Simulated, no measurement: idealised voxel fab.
A process module follows: voxel fin reveal.
The cross-section shown here is cut; it is 205 nm wide and divided into square cells measuring 5 nm on a side.
Cross-section format: a grid of square cells, given as bands from top to bottom; each band is one or more rows of cells.
Quick guide to a band line: top height, bottom height (nm) up front; then every material left to right with its width in nm. Only one material and it's marked "everywhere"? Then it fills the band edge to edge. And "blank" just means empty space.
Below 0: as-received wafer, all one material; heights counted from there. Lowest band: no bottom, goes on down, written "from 0 down".
Quick explanation for "30..40": the width changes in equal steps down the rows of cells, from the first number in the band's top row to the second number in its bottom row.
Basically "nothing altered" means that step didn't change any cell in the cross-section.
Heads up: "Sealed cavities" only lists the empty pockets with no open path to the top that are 8 cells or more, and it writes them as width x height at distance, distance from the left edge, in nm.
On a step's line, text after the settings is the simulator commenting on that step.
What "overlay nm" on a step's line means: if the step has a mask, that mask lay this far to the right of its planned place, or, when the value is negative, to the left.
-- Listed below are the process steps as planned
1) RECEIVE with material Si
2) CONFORMAL_DEP with material SiN, thk nm 10
3) DIRECTIONAL_DEP with material aC, thk nm 10
4) PATTERN with tone cover, mask id FINS, material resist, width nm 15, pitch nm 35, thk nm 30, overlay nm 0
5) DIRECTIONAL_ETCH with etch materials aC, depth nm 10
6) STRIP with etch materials resist
7) DIRECTIONAL_ETCH with etch materials SiN, depth nm 5
8) DIRECTIONAL_ETCH with etch materials Si, depth nm 35
9) STRIP with etch materials aC
10) FILL_DEP with material SiO2, thk nm 5
11) CMP with height nm 10
12) SELECTIVE_ETCH with etch materials SiO2, depth nm 20
13) STRIP with etch materials SiN
14) CONFORMAL_DEP with material HfO2, thk nm 5
Variable across wafers: step 7 depth nm (plan value is that of the first wafer; starting state common to all).
-- Cross-section of the first of several received wafers, showing its state after step 1
from 0 down  Si everywhere
Sealed cavities: none
-- At the end of the module, after its last step, step 14, the first of several wafers appears in cross-section as follows
from 5 to 0  HfO2 everywhere
from 0 down  Si everywhere
Sealed cavities: none
-- Wafer cross-section (last wafer, module end)
from 5 to 0  blank: 55 / HfO2: 25 / blank: 10 / HfO2: 25 / blank: 10 / HfO2: 25 / blank: 55
from 0 to -5  blank: 55 / HfO2: 5 / Si: 15 / HfO2: 5 / blank: 10 / HfO2: 5 / Si: 15 / HfO2: 5 / blank: 10 / HfO2: 5 / Si: 15 / HfO2: 5 / blank: 55
from -5 to -10  HfO2: 60 / Si: 15 / HfO2: 20 / Si: 15 / HfO2: 20 / Si: 15 / HfO2: 60
from -10 to -35  SiO2: 60 / Si: 15 / SiO2: 20 / Si: 15 / SiO2: 20 / Si: 15 / SiO2: 60
from -35 down  Si everywhere
Sealed cavities: none
-- Below is a per-wafer table. In it, each row describes the wafer at the end of the module by giving, for each material, the number of cells gained (+) or lost (-) since the wafer was received, and after that the closed voids of the wafer
depth nm 5; +41 HfO2; Sealed cavities: none
depth nm 10; +53 HfO2; -224 Si; +160 SiO2; Sealed cavities: none
depth nm 15; +53 HfO2; -224 Si; +160 SiO2; Sealed cavities: none
depth nm 20; +53 HfO2; -224 Si; +160 SiO2; Sealed cavities: none
depth nm 25; +53 HfO2; -224 Si; +160 SiO2; Sealed cavities: none
